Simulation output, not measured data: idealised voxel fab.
Title: Process Module voxel released beams
The cross-section on display is named cut; it measures 240 nm wide, and its cells are 5 nm squares.
When this document writes out a cross-section, it uses a grid of square cells and lists it as bands, beginning at the top and moving down, with a band standing for one or more rows of cells.
It is stipulated that each band's entry specify, in nanometres, the height of the top of the band and then that of its bottom, followed by the materials of the band in left-to-right sequence, each together with its width in nanometres. A single material marked by the word "all across" is understood to fill the band from edge to edge; the word "empty" is understood to denote empty space.
The reference from which all heights are counted is 0, the level beneath which the as-received wafer is entirely one material; the lowest band, having no lower bound, proceeds downward and is written after the example "0..down".
Top row gets the first number, bottom row gets the second, and each row in between changes by the same step: that is how a band width like "30->40" works.
Where a step carries "nothing altered", the cross-section came out of it unchanged, cell for cell.
"Sealed void listing" specifies each empty space that is not open to the top and that occupies no fewer than 8 cells, using the form width x height at distance, the distance measured from the left edge and all three quantities in nm.
Note: text after step settings on the step line = simulator remark on that step.
overlay nm: how far to the right of its planned place the mask lay on this masked step (negative: to the left).

-- So here's the lineup of process steps we planned
1. RECEIVE: material Si
2. CONFORMAL_DEP: material Al2O3, thk nm 5
3. DIRECTIONAL_DEP: material SiO2, thk nm 20
4. DIRECTIONAL_DEP: material aC, thk nm 15
5. PATTERN: tone open, mask id ANCHOR, material resist, width nm 45, thk nm 35, overlay nm 0
6. DIRECTIONAL_ETCH: etch materials aC, depth nm 15
7. STRIP: etch materials resist
8. DIRECTIONAL_ETCH: etch materials SiO2, depth nm 20
9. STRIP: etch materials aC
10. CONFORMAL_DEP: material polySi, thk nm 15
11. MASKED_ETCH: tone cover, mask id BEAM, width nm 100, etch materials polySi, depth nm 15, overlay nm 0
12. STRIP: etch materials SiO2

-- The cross-section here shows the wafer as received, i.e. in its state after step 1
* 0..down: Si all across
* Sealed void listing: none

-- As-planned run: cross-section of the first of two wafers at end of module
* 40..25: empty: 65 / polySi: 20 / empty: 15 / polySi: 65 / empty: 75
* 25..20: empty: 70 / polySi: 15 / empty: 15 / polySi: 15 / empty: 125
* 20..5: empty: 70 / polySi: 45 / empty: 125
* 5..0: Al2O3 all across
* 0..down: Si all across
* Sealed void listing: none

-- End of module, second wafer, cross-section. Started like the first, planned like the first, run with one mistake
* 40..25: empty: 65 / polySi: 20 / empty: 15 / polySi: 65 / empty: 75
* 25..20: empty: 70 / polySi: 15 / empty: 15 / polySi: 15 / empty: 125
* 20..5: empty: 70 / polySi: 45 / empty: 125
* 5..0: polySi all across
* 0..down: Si all across
* Sealed void listing: none
Error vs. plan: note that step 2 departed from the planned setting and was carried out as CONFORMAL_DEP: material polySi, thk nm 5
Final wafer comparison in cells, second versus first, more or fewer per material: Al2O3: 48 fewer; polySi: 48 more
